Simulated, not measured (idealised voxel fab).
This section sets out a process module, namely voxel gate over fins.
In the cross-section labelled cut, the width is 210 nm and each square cell is 5 nm.
Notation: cross-section as square-cell grid; stated in bands, top first, going down; one or more cell rows per band. Band entry format. Leading values: height of top, height of bottom, nm. Remainder: materials in left-to-right order, each with its width in nm. Special words: "full width" on a single material, which then fills the band edge to edge; "empty", empty space. Heights are expressed relative to 0, this being the level below which the as-received wafer comprises one material exclusively. The lowest band is unbounded in the downward direction and is denoted as in "0 -> down". A two-number width, for instance "30->40", indicates that the width is equal to the first number in the top row of the band and to the second number in the bottom row, and that it changes by a constant amount per row of cells. Basically "no alteration" means that step didn't change any cell in the cross-section. "Trapped cavities" - sealed voids, min. 8 cells, no opening to top; format: width x height at distance (distance from left edge; nm throughout). It should be noted that, on the line of a given step, the content following the step's settings is a remark produced by the simulator itself with respect to that step. overlay nm: step with mask; distance mask lay right of planned place; negative value = left of planned place.

Plan:
1. RECEIVE: material Si
2. CONFORMAL_DEP: material SiN, thk nm 10
3. PATTERN: tone cover, mask id FINS, material resist, width nm 15, pitch nm 45, thk nm 15, overlay nm 0
4. DIRECTIONAL_ETCH: etch materials SiN, depth nm 10
5. DIRECTIONAL_ETCH: etch materials Si, depth nm 40
6. STRIP: etch materials resist
7. OXIDIZE: depth nm 5
8. FILL_DEP: material SiO2, thk nm 5
9. CMP: height nm 10
10. SELECTIVE_ETCH: etch materials SiO2, depth nm 20
11. STRIP: etch materials SiN
12. CONFORMAL_DEP: material HfO2, thk nm 5
13. CONFORMAL_DEP: material TiN, thk nm 5
14. FILL_DEP: material W, thk nm 10
15. CMP: height nm 15
16. CONFORMAL_DEP: material SiCN, thk nm 10

As received (post step 1): cross-section:
    0 -> down: Si full width
    Trapped cavities: none

The first of two wafers, cross-sectioned at the end of the module, with the run proceeding as planned:
    25 -> 15: SiCN full width
    15 -> 10: W full width
    10 -> 5: W (45), then TiN (25), then W (20), then TiN (25), then W (20), then TiN (25), then W (50)
    5 -> 0: W (45), then TiN (5), then HfO2 (15), then TiN (5), then W (20), then TiN (5), then HfO2 (15), then TiN (5), then W (20), then TiN (5), then HfO2 (15), then TiN (5), then W (50)
    0 -> -5: TiN (50), then HfO2 (5), then Si (5), then HfO2 (5), then TiN (30), then HfO2 (5), then Si (5), then HfO2 (5), then TiN (30), then HfO2 (5), then Si (5), then HfO2 (5), then TiN (55)
    -5 -> -10: HfO2 (55), then Si (5), then HfO2 (40), then Si (5), then HfO2 (40), then Si (5), then HfO2 (60)
    -10 -> -45: SiO2 (55), then Si (5), then SiO2 (40), then Si (5), then SiO2 (40), then Si (5), then SiO2 (60)
    -45 -> down: Si full width
    Trapped cavities: none

Here is the second of the two wafers cut open at the end of the module - same start, same plan as the first one, but we made one mistake running it:
    25 -> 10: SiCN full width
    10 -> 5: SiCN (45), then TiN (25), then SiCN (20), then TiN (25), then SiCN (20), then TiN (25), then SiCN (50)
    5 -> 0: SiCN (45), then TiN (5), then HfO2 (15), then TiN (5), then SiCN (20), then TiN (5), then HfO2 (15), then TiN (5), then SiCN (20), then TiN (5), then HfO2 (15), then TiN (5), then SiCN (50)
    0 -> -5: TiN (50), then HfO2 (5), then Si (5), then HfO2 (5), then TiN (30), then HfO2 (5), then Si (5), then HfO2 (5), then TiN (30), then HfO2 (5), then Si (5), then HfO2 (5), then TiN (55)
    -5 -> -10: HfO2 (55), then Si (5), then HfO2 (40), then Si (5), then HfO2 (40), then Si (5), then HfO2 (60)
    -10 -> -45: SiO2 (55), then Si (5), then SiO2 (40), then Si (5), then SiO2 (40), then Si (5), then SiO2 (60)
    -45 -> down: Si full width
    Trapped cavities: none
It is concluded that the wafer was processed incorrectly with respect to the plan, in that step 14 ran differently from the plan; actual operation with settings: FILL_DEP: material SiCN, thk nm 10
In the final state, the cell counts of the second wafer exceed or fall short of those of the first for the following materials: SiCN +96; W -96
